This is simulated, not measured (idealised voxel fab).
The process module that follows is named voxel trench capacitor.
145 nm wide, 5 nm square cells: that's cross-section cut.
In what follows, cross-sections appear as grids of square cells, described through bands that run from the top down, where every band is one or more rows of cells. For a band, the entry starts with two heights in nm, that of the top and then that of the bottom, and carries on with the band's materials in order from left to right, each alongside its width in nm; the word "throughout" beside a single material means it fills the band edge to edge, and "blank" means empty space. For the purposes of this specification, 0 denotes the height below which the wafer in its as-received condition is composed wholly of one material, and the lowermost band, lacking a lower limit, extends downward without end, as expressed in "0 down". Read "30..40" as a graded width: first number on top, second number at the bottom, same change between each pair of neighbouring rows. What does "stayed the same" mean for a step? It means no cell of the cross-section changed in that step. In "closed voids" the enclosed voids are listed, meaning empty spaces of 8 cells or larger without any opening to the top. The form is width x height at distance, distance from the left edge, units nm. Past the settings on a step's line: simulator remark, on that step. If you see "overlay nm" on a step's line and that step has a mask, it's telling you how far right of where it was planned the mask ended up; a negative number means it went left instead.

-- The process steps that were planned are listed below
1 RECEIVE, material Si
2 CONFORMAL_DEP, material SiN, thk nm 5
3 DIRECTIONAL_DEP, material aC, thk nm 15
4 PATTERN, tone open, mask id TRENCH, material resist, width nm 15, pitch nm 45, thk nm 35, overlay nm 0
5 DIRECTIONAL_ETCH, etch materials aC, depth nm 15
6 STRIP, etch materials resist
7 DIRECTIONAL_ETCH, etch materials SiN, depth nm 5
8 DIRECTIONAL_ETCH, etch materials Si, depth nm 40
9 STRIP, etch materials aC
10 CONFORMAL_DEP, material Al2O3, thk nm 5
11 FILL_DEP, material polySi, thk nm 10
12 CMP, height nm 5

-- First of two wafers, with the run carried out as planned

-- Incoming wafer, cross-sectional view, post step 1
  0 down: Si throughout
  closed voids: none

-- How the wafer stands in section after step 2
  5 to 0: SiN throughout
  Anything lower than 0 is untouched.

-- How the wafer stands in section after step 3
  20 to 5: aC throughout
  Anything lower than 5 is untouched.

-- How the wafer stands in section after step 4
  55 to 20: 40 nm resist; 15 nm blank; 30 nm resist; 15 nm blank; 45 nm resist
  Anything lower than 20 is untouched.

-- How the wafer stands in section after step 5
  40 to 20: 40 nm resist; 15 nm blank; 30 nm resist; 15 nm blank; 45 nm resist
  20 to 5: 40 nm aC; 15 nm blank; 30 nm aC; 15 nm blank; 45 nm aC
  Anything lower than 5 is untouched.

-- How the wafer stands in section after step 6
  20 to 5: 40 nm aC; 15 nm blank; 30 nm aC; 15 nm blank; 45 nm aC
  Anything lower than 5 is untouched.

-- How the wafer stands in section after step 7
  20 to 5: 40 nm aC; 15 nm blank; 30 nm aC; 15 nm blank; 45 nm aC
  5 to 0: 40 nm SiN; 15 nm blank; 30 nm SiN; 15 nm blank; 45 nm SiN
  Anything lower than 0 is untouched.

-- How the wafer stands in section after step 8
  20 to 5: 40 nm aC; 15 nm blank; 30 nm aC; 15 nm blank; 45 nm aC
  5 to 0: 40 nm SiN; 15 nm blank; 30 nm SiN; 15 nm blank; 45 nm SiN
  0 to -40: 40 nm Si; 15 nm blank; 30 nm Si; 15 nm blank; 45 nm Si
  Anything lower than -40 is untouched.

-- How the wafer stands in section after step 9
  5 to 0: 40 nm SiN; 15 nm blank; 30 nm SiN; 15 nm blank; 45 nm SiN
  Anything lower than 0 is untouched.

-- How the wafer stands in section after step 10
  10 to 5: 45 nm Al2O3; 5 nm blank; 40 nm Al2O3; 5 nm blank; 50 nm Al2O3
  5 to 0: 40 nm SiN; 5 nm Al2O3; 5 nm blank; 5 nm Al2O3; 30 nm SiN; 5 nm Al2O3; 5 nm blank; 5 nm Al2O3; 45 nm SiN
  0 to -35: 40 nm Si; 5 nm Al2O3; 5 nm blank; 5 nm Al2O3; 30 nm Si; 5 nm Al2O3; 5 nm blank; 5 nm Al2O3; 45 nm Si
  -35 to -40: 40 nm Si; 15 nm Al2O3; 30 nm Si; 15 nm Al2O3; 45 nm Si
  Anything lower than -40 is untouched.

-- How the wafer stands in section after step 11
  20 to 10: polySi throughout
  10 to 5: 45 nm Al2O3; 5 nm polySi; 40 nm Al2O3; 5 nm polySi; 50 nm Al2O3
  5 to 0: 40 nm SiN; 5 nm Al2O3; 5 nm polySi; 5 nm Al2O3; 30 nm SiN; 5 nm Al2O3; 5 nm polySi; 5 nm Al2O3; 45 nm SiN
  0 to -35: 40 nm Si; 5 nm Al2O3; 5 nm polySi; 5 nm Al2O3; 30 nm Si; 5 nm Al2O3; 5 nm polySi; 5 nm Al2O3; 45 nm Si
  Anything lower than -35 is untouched.

-- How the wafer stands in section after step 12
  5 to 0: 40 nm SiN; 5 nm Al2O3; 5 nm polySi; 5 nm Al2O3; 30 nm SiN; 5 nm Al2O3; 5 nm polySi; 5 nm Al2O3; 45 nm SiN
  Anything lower than 0 is untouched.

-- Second wafer, same starting state and plan as the first, one mistake in the run, identical through step 11

Second wafer profile in section, at the moment step 12 of the plan was meant to be complete: stayed the same
Plan not followed: step 12 was dropped from the plan's execution and never run
Counted in cells at the end, the second wafer holds more or fewer of these materials than the first: Al2O3: 27 more; polySi: 60 more
